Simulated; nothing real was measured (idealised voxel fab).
Process module name: voxel lift off
This is section cut - it's 195 nm across, gridded in 5 nm square cells.
When this document writes out a cross-section, it uses a grid of square cells and lists it as bands, beginning at the top and moving down, with a band standing for one or more rows of cells. What a band's entry tells you: where the top is and where the bottom is, as heights in nm, and after that what lies inside, material by material from left to right, each with its width in nm. Empty space is written as the word "air", and a single material marked with the word "full width" occupies the band from edge to edge. The level at which height equals 0 is the one under which the wafer, as it arrives, is entirely one material. No lower edge exists for the bottom band, which continues downward and is notated as in "0 down". With a width like "30->40", each row of cells in the band differs from the next by the same amount, the top row carrying the first number and the bottom row the second. Step note "nothing changed" = no cross-section cell changed. Enclosed voids (no open way to top), threshold 8 cells or more, entry "Sealed void inventory", notation width x height at distance, distance from left edge, nm. Step line, after settings: the simulator's comment on this step. The line of a step may include "overlay nm". On a step with a mask, this value is how far to the right of its planned place the mask lay. A negative value means the mask lay to the left.

Steps planned for the process:
1: RECEIVE (material Si)
2: CONFORMAL_DEP (material SiO2; thk nm 10)
3: PATTERN (tone open; mask id LINES; material resist; width nm 20; pitch nm 40; thk nm 25; overlay nm -15)
4: DIRECTIONAL_DEP (material Ru; thk nm 15)
5: STRIP (etch materials resist)
6: CONFORMAL_DEP (material SiO2; thk nm 10)
Keep in mind the plan's value for the overlay nm of step 3 comes from the first wafer; the wafers don't share that setting, but they do share the same starting point.

The first of several wafers as received, shown in cross-section; this is its state after step 1:
> 0 down  Si full width
> Sealed void inventory: none

Shown in cross-section: the first of several wafers at the end of the module, after its last step, step 6:
> 35 to 25  40 nm air | 80 nm SiO2 | 75 nm air
> 25 to 20  40 nm air | 10 nm SiO2 | 20 nm Ru | 20 nm SiO2 | 20 nm Ru | 10 nm SiO2 | 75 nm air
> 20 to 10  50 nm SiO2 | 20 nm Ru | 20 nm SiO2 | 20 nm Ru | 85 nm SiO2
> 10 to 0  SiO2 full width
> 0 down  Si full width
> Sealed void inventory: none

Cross-sectional view, end of module, last wafer of several:
> 35 to 25  70 nm air | 80 nm SiO2 | 45 nm air
> 25 to 20  70 nm air | 10 nm SiO2 | 20 nm Ru | 20 nm SiO2 | 20 nm Ru | 10 nm SiO2 | 45 nm air
> 20 to 10  80 nm SiO2 | 20 nm Ru | 20 nm SiO2 | 20 nm Ru | 55 nm SiO2
> 10 to 0  SiO2 full width
> 0 down  Si full width
> Sealed void inventory: none

Rows = wafers. At module end, each row lists per material the cells gained (+) or lost (-) since the wafer was received, then the closed voids:
overlay nm -15, +24 Ru, +180 SiO2, Sealed void inventory: none
overlay nm -10, +24 Ru, +180 SiO2, Sealed void inventory: none
overlay nm -5, +24 Ru, +180 SiO2, Sealed void inventory: none
overlay nm 0, +24 Ru, +180 SiO2, Sealed void inventory: none
overlay nm 5, +24 Ru, +180 SiO2, Sealed void inventory: none
overlay nm 10, +24 Ru, +180 SiO2, Sealed void inventory: none
overlay nm 15, +24 Ru, +180 SiO2, Sealed void inventory: none
